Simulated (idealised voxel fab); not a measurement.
process module | voxel gate over fins
cross-section cut | 250 nm wide | cells 5 nm
A cross-section is a grid of square cells, given in bands from the top down. A band is one or more rows of cells.
Each band's line starts with the height of the band's top and of its bottom, in nm. Then come its materials from left to right, each with its width in nm. One material with "throughout" fills the band from edge to edge. "air" is empty space.
Height 0 is the level under which the wafer as received is all one material. The lowest band goes on downwards, as in "0 down".
A width such as "30 to 40" changes by the same amount from each row of cells to the next, from the band's top row to its bottom row.
"no change" after a step means that no cell of the cross-section changed.
closed voids: empty space of 8 cells or more with no open way to the top, each as width x height at its distance from the left edge, in nm
after a step's settings: what the simulator itself notes on the step
overlay nm, on a step with a mask: how far to the right of its planned place the mask lay; to the left if negative
plan
1 op RECEIVE | material Si
2 op CONFORMAL_DEP | material SiN | thk nm 10
3 op DIRECTIONAL_DEP | material aC | thk nm 15
4 op PATTERN | tone cover | mask id FINS | material resist | width nm 15 | pitch nm 35 | thk nm 35 | overlay nm 0
5 op DIRECTIONAL_ETCH | etch materials aC | depth nm 15
6 op STRIP | etch materials resist
7 op DIRECTIONAL_ETCH | etch materials SiN | depth nm 10
8 op DIRECTIONAL_ETCH | etch materials Si | depth nm 30
9 op STRIP | etch materials aC
10 op OXIDIZE | depth nm 5
11 op FILL_DEP | material SiO2 | thk nm 5
12 op CMP | height nm 10
13 op SELECTIVE_ETCH | etch materials SiO2 | depth nm 25
14 op STRIP | etch materials SiN
15 op CONFORMAL_DEP | material HfO2 | thk nm 5
16 op CONFORMAL_DEP | material TiN | thk nm 5
17 op FILL_DEP | material W | thk nm 15
18 op CMP | height nm 20
19 op CONFORMAL_DEP | material SiCN | thk nm 5
as received, after step 1
  0 down: Si throughout
  closed voids: none
first wafer at the end, as planned
  25 to 20: SiCN throughout
  20 to 10: W throughout
  10 to 5: W 95 | TiN 25 | W 10 | TiN 25 | W 95
  5 to 0: W 95 | TiN 5 | HfO2 15 | TiN 5 | W 10 | TiN 5 | HfO2 15 | TiN 5 | W 95
  0 to -5: W 95 | TiN 5 | HfO2 5 | Si 5 | HfO2 5 | TiN 5 | W 10 | TiN 5 | HfO2 5 | Si 5 | HfO2 5 | TiN 5 | W 95
  -5 to -10: TiN 100 | HfO2 5 | Si 5 | HfO2 5 | TiN 20 | HfO2 5 | Si 5 | HfO2 5 | TiN 100
  -10 to -15: HfO2 105 | Si 5 | HfO2 30 | Si 5 | HfO2 105
  -15 to -35: SiO2 105 | Si 5 | SiO2 30 | Si 5 | SiO2 105
  -35 down: Si throughout
  closed voids: none
second wafer at the end: like start, like plan, one mistake
  25 to 20: SiCN throughout
  20 to 5: W throughout
  5 to 0: W 100 | TiN 15 | W 20 | TiN 15 | W 100
  0 to -10: W 100 | TiN 5 | Si 5 | TiN 5 | W 20 | TiN 5 | Si 5 | TiN 5 | W 100
  -10 to -15: TiN 105 | Si 5 | TiN 30 | Si 5 | TiN 105
  -15 to -35: SiO2 105 | Si 5 | SiO2 30 | Si 5 | SiO2 105
  -35 down: Si throughout
  closed voids: none
what went wrong: step 15 was left out
at the end the second wafer has, in cells: 62 fewer of HfO2 | 62 more of W
